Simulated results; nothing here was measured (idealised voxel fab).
process module | voxel plated lines
cross-section cut | 215 nm wide | cells 5 nm
A cross-section is a grid of square cells, given in bands from the top down. A band is one or more rows of cells.
Each band's line starts with the height of the band's top and of its bottom, in nm. Then come its materials from left to right, each with its width in nm. One material with "throughout" fills the band from edge to edge. "air" is empty space.
Height 0 is the level under which the wafer as received is all one material. The lowest band goes on downwards, as in "0 down".
A width such as "30 to 40" changes by the same amount from each row of cells to the next, from the band's top row to its bottom row.
"no change" after a step means that no cell of the cross-section changed.
closed voids: empty space of 8 cells or more with no open way to the top, each as width x height at its distance from the left edge, in nm
after a step's settings: what the simulator itself notes on the step
overlay nm, on a step with a mask: how far to the right of its planned place the mask lay; to the left if negative
plan
1 op RECEIVE | material Si
2 op CONFORMAL_DEP | material SiN | thk nm 10
3 op DIRECTIONAL_DEP | material TiN | thk nm 5
4 op PATTERN | tone open | mask id LINES | material resist | width nm 25 | pitch nm 45 | thk nm 40 | overlay nm 0
5 op EPI | material Ru | thk nm 10
6 op EPI | material Ru | thk nm 10
7 op EPI | material Ru | thk nm 10
8 op STRIP | etch materials resist
9 op DIRECTIONAL_ETCH | etch materials TiN | depth nm 5
10 op CONFORMAL_DEP | material SiCN | thk nm 10
as received, after step 1
  0 down: Si throughout
  closed voids: none
first wafer at the end, as planned
  55 to 45: air 40 | SiCN 135 | air 40
  45 to 20: air 40 | SiCN 10 | Ru 25 | SiCN 20 | Ru 25 | SiCN 20 | Ru 25 | SiCN 10 | air 40
  20 to 15: SiCN 50 | Ru 25 | SiCN 20 | Ru 25 | SiCN 20 | Ru 25 | SiCN 50
  15 to 10: SiCN 50 | TiN 25 | SiCN 20 | TiN 25 | SiCN 20 | TiN 25 | SiCN 50
  10 to 0: SiN throughout
  0 down: Si throughout
  closed voids: none
second wafer at the end: like start, like plan, one mistake
  55 to 45: air 40 | SiCN 135 | air 40
  45 to 20: air 40 | SiCN 10 | Ru 25 | SiCN 20 | Ru 25 | SiCN 20 | Ru 25 | SiCN 10 | air 40
  20 to 15: SiCN 50 | Ru 25 | SiCN 20 | Ru 25 | SiCN 20 | Ru 25 | SiCN 50
  15 to 10: SiCN 50 | TiN 25 | SiCN 20 | TiN 25 | SiCN 20 | TiN 25 | SiCN 50
  10 to 0: TiN throughout
  0 down: Si throughout
  closed voids: none
what went wrong: step 2 ran as: op CONFORMAL_DEP | material TiN | thk nm 10
at the end the second wafer has, in cells: 86 fewer of SiN | 86 more of TiN
